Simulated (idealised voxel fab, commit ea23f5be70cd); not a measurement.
Presented below is a process module, voxel capacitor over wiring.
It is cross-section cut that appears here, measuring 300 nm in width, its square cells being 5 nm in size.
Each cross-section below is a grid of square cells, stated as bands in top-down order, with one or more rows of cells making up each band. It is stipulated that each band's entry specify, in nanometres, the height of the top of the band and then that of its bottom, followed by the materials of the band in left-to-right sequence, each together with its width in nanometres. A single material marked by the word "everywhere" is understood to fill the band from edge to edge; the word "blank" is understood to denote empty space. We count height from 0. Below that, the starting wafer is all one material. The lowest band never ends at the bottom but goes on down; see "0 nm and below" for how that is written. Note: "30..40" means the width goes from the first number (top row of the band) to the second number (bottom row) in equal steps per row of cells. You'll sometimes find "everything unchanged" written for a step, and that's the way of saying that nowhere in the cross-section did a cell change during that step. "Unvented internal voids": empty spaces of 8 cells or more with no open way to the top, each given as width x height at distance, distance from the left edge, all in nm. Heads up: the bit after the settings on a step's line is the simulator's remark on that step. If you see "overlay nm" on a step's line and that step has a mask, it's telling you how far right of where it was planned the mask ended up; a negative number means it went left instead.
Set out below are the planned steps of the process:
- 1: RECEIVE, material Si
- 2: CONFORMAL_DEP, material SiO2, thk nm 15
- 3: CONFORMAL_DEP, material SiN, thk nm 5
- 4: DIRECTIONAL_DEP, material SiO2, thk nm 15
- 5: PATTERN, tone open, mask id METAL_1, material resist, width nm 25, pitch nm 85, thk nm 20, overlay nm 0
- 6: DIRECTIONAL_ETCH, etch materials SiO2, depth nm 15
- 7: DIRECTIONAL_ETCH, etch materials SiN, depth nm 5
- 8: STRIP, etch materials resist
- 9: CONFORMAL_DEP, material TiN, thk nm 5
- 10: FILL_DEP, material Cu, thk nm 5
- 11: CMP, height nm 35
- 12: EPI, material Ru, thk nm 5
- 13: FILL_DEP, material SiCN, thk nm 5
- 14: DIRECTIONAL_DEP, material SiO2, thk nm 20
- 15: PATTERN, tone open, mask id PLUG_1, material resist, width nm 15, thk nm 15, overlay nm 0
- 16: DIRECTIONAL_ETCH, etch materials SiO2, depth nm 20
- 17: DIRECTIONAL_ETCH, etch materials SiCN, depth nm 5
- 18: STRIP, etch materials resist
- 19: CONFORMAL_DEP, material TiN, thk nm 5
- 20: FILL_DEP, material W, thk nm 5
- 21: CMP, height nm 65
- 22: DIRECTIONAL_DEP, material TiN, thk nm 5
- 23: DIRECTIONAL_DEP, material SiN, thk nm 5
- 24: DIRECTIONAL_DEP, material TiN, thk nm 5
- 25: DIRECTIONAL_DEP, material aC, thk nm 15
- 26: PATTERN, tone cover, mask id UPPER_PLATE, material resist, width nm 65, thk nm 35, overlay nm 0
- 27: DIRECTIONAL_ETCH, etch materials aC, depth nm 15
- 28: STRIP, etch materials resist
- 29: DIRECTIONAL_ETCH, etch materials TiN, depth nm 5
- 30: DIRECTIONAL_ETCH, etch materials SiN, depth nm 5
- 31: STRIP, etch materials aC
- 32: MASKED_ETCH, tone cover, mask id LOWER_PLATE, width nm 75, etch materials TiN, depth nm 5, overlay nm 0
- 33: FILL_DEP, material SiO2, thk nm 20
- 34: CMP, height nm 95
- 35: PATTERN, tone open, mask id PLUG_2, material resist, width nm 15, thk nm 20, overlay nm 0
- 36: DIRECTIONAL_ETCH, etch materials SiO2, depth nm 15
- 37: STRIP, etch materials resist
- 38: CONFORMAL_DEP, material TiN, thk nm 5
- 39: FILL_DEP, material W, thk nm 5
- 40: CMP, height nm 95
- 41: CONFORMAL_DEP, material SiN, thk nm 5
So this is the incoming wafer in cross-section - it's already been through step 1:
* 0 nm and below | Si everywhere
* Unvented internal voids: none
Same starting wafer, same plan as above, one mistake in the execution; this is the cross-section at the end of the module:
* 100 nm to 95 nm | SiN everywhere
* 95 nm to 85 nm | 115 SiO2, 5 TiN, 5 W, 5 TiN, 170 SiO2
* 85 nm to 75 nm | 115..105 SiO2, 15..65 TiN, 170..130 SiO2
* 75 nm to 70 nm | 105 SiO2, 65 SiN, 130 SiO2
* 70 nm to 65 nm | 100 SiO2, 75 TiN, 125 SiO2
* 65 nm to 60 nm | 105 SiCN, 15 TiN, 180 SiCN
* 60 nm to 55 nm | 90 SiCN, 35 SiO2, 50 SiCN, 35 SiO2, 90 SiCN
* 55 nm to 40 nm | SiO2 everywhere
* 40 nm to 35 nm | 90 SiO2, 35 Ru, 50 SiO2, 35 Ru, 90 SiO2
* 35 nm to 20 nm | 95 SiO2, 5 TiN, 15 Cu, 5 TiN, 60 SiO2, 5 TiN, 15 Cu, 5 TiN, 95 SiO2
* 20 nm to 15 nm | 95 SiN, 25 TiN, 60 SiN, 25 TiN, 95 SiN
* 15 nm to 0 nm | SiO2 everywhere
* 0 nm and below | Si everywhere
* Unvented internal voids: none
Diagnosis: plan steps 13 and 14 run swapped
